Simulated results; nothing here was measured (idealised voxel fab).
Herein follows the process module entitled voxel self aligned vias.
The width of the displayed cross-section, cut, is 290 nm; its cells are square, with a size of 5 nm.
Cross-section spec: square-cell grid; bands listed top down; each band is one or more rows. Basically the band line says how high the top is and how high the bottom is, in nm, and then what's in it from left to right, every material with its width in nm. Empty space shows up as "empty", and if a single material carries "throughout" it runs the full band edge to edge. Where do heights start? At 0: under that level the wafer as delivered is made of one material only. And the lowest band has no floor; it just carries on downward, as in "0 -> down". Think of "30..40" as a width that walks from the first number to the second as you go down the band, top row to bottom row, taking equal-sized steps from row to row. Where the words "remained the same" appear for a step, the cross-section shows no cell changed by that step; every cell remained as before. The entry titled "Catalogued sealed voids" provides the empty spaces that have no open way to the top, restricted to those of 8 cells or more. Each is presented as width x height at distance, the distance being measured from the left edge, with all three in nm. after a step's settings: what the simulator itself notes on the step. A step's line can hold "overlay nm"; with a mask on that step, the setting says how far right of the planned place the mask lay, while a negative setting says it lay to the left.

-- So here's the lineup of process steps we planned
step 1: RECEIVE with material Si
step 2: CONFORMAL_DEP with material SiO2, thk nm 10
step 3: CONFORMAL_DEP with material SiCN, thk nm 5
step 4: DIRECTIONAL_DEP with material lowk, thk nm 20
step 5: MASKED_ETCH with tone open, mask id LINES, width nm 25, pitch nm 65, etch materials lowk, depth nm 20, overlay nm 0
step 6: CONFORMAL_DEP with material TiN, thk nm 5
step 7: FILL_DEP with material Ru, thk nm 10
step 8: CMP with height nm 35
step 9: SELECTIVE_ETCH with etch materials W Ru TiN, depth nm 5
step 10: FILL_DEP with material SiN, thk nm 10
step 11: CMP with height nm 35
step 12: DIRECTIONAL_DEP with material lowk, thk nm 15
step 13: DIRECTIONAL_DEP with material aC, thk nm 10
step 14: PATTERN with tone open, mask id VIAS, material resist, width nm 45, pitch nm 65, thk nm 25, overlay nm 0
step 15: DIRECTIONAL_ETCH with etch materials aC, depth nm 10
step 16: STRIP with etch materials resist
step 17: DIRECTIONAL_ETCH with etch materials lowk, depth nm 15
step 18: DIRECTIONAL_ETCH with etch materials SiN, depth nm 5
step 19: STRIP with etch materials aC
step 20: CONFORMAL_DEP with material TiN, thk nm 5
step 21: FILL_DEP with material Ru, thk nm 5
step 22: CMP with height nm 50
step 23: CONFORMAL_DEP with material SiCN, thk nm 5

-- Cross-section, incoming material, after step 1
* 0 -> down: Si throughout
* Catalogued sealed voids: none

-- First of two wafers at the end of the module, shown in cross-section; run carried out as planned
* 55 -> 50: SiCN throughout
* 50 -> 40: 90 of lowk | 5 of TiN | 35 of Ru | 5 of TiN | 20 of lowk | 5 of TiN | 35 of Ru | 5 of TiN | 90 of lowk
* 40 -> 35: 90 of lowk | 15 of TiN | 15 of Ru | 15 of TiN | 20 of lowk | 15 of TiN | 15 of Ru | 15 of TiN | 90 of lowk
* 35 -> 30: 100 of lowk | 25 of TiN | 40 of lowk | 25 of TiN | 100 of lowk
* 30 -> 20: 100 of lowk | 5 of TiN | 15 of Ru | 5 of TiN | 40 of lowk | 5 of TiN | 15 of Ru | 5 of TiN | 100 of lowk
* 20 -> 15: 100 of lowk | 25 of TiN | 40 of lowk | 25 of TiN | 100 of lowk
* 15 -> 10: SiCN throughout
* 10 -> 0: SiO2 throughout
* 0 -> down: Si throughout
* Catalogued sealed voids: none

-- Second wafer cross-section at end of module - shared start and plan with the first, one mistake in the run
* 55 -> 50: SiCN throughout
* 50 -> 40: 90 of lowk | 5 of TiN | 40 of Ru | 5 of TiN | 15 of lowk | 5 of TiN | 40 of Ru | 5 of TiN | 85 of lowk
* 40 -> 35: 90 of lowk | 15 of TiN | 15 of Ru | 20 of TiN | 15 of lowk | 15 of TiN | 15 of Ru | 20 of TiN | 85 of lowk
* 35 -> 30: 100 of lowk | 25 of TiN | 40 of lowk | 25 of TiN | 100 of lowk
* 30 -> 20: 100 of lowk | 5 of TiN | 15 of Ru | 5 of TiN | 40 of lowk | 5 of TiN | 15 of Ru | 5 of TiN | 100 of lowk
* 20 -> 15: 100 of lowk | 25 of TiN | 40 of lowk | 25 of TiN | 100 of lowk
* 15 -> 10: SiCN throughout
* 10 -> 0: SiO2 throughout
* 0 -> down: Si throughout
* Catalogued sealed voids: none
Error vs. plan: contrary to plan, step 14 was performed as PATTERN with tone open, mask id VIAS, material resist, width nm 50, pitch nm 65, thk nm 25, overlay nm 0
Once processing is complete, comparing cell counts shows that the second wafer has more or fewer of certain materials than the first: +4 Ru; +2 TiN; -6 lowk
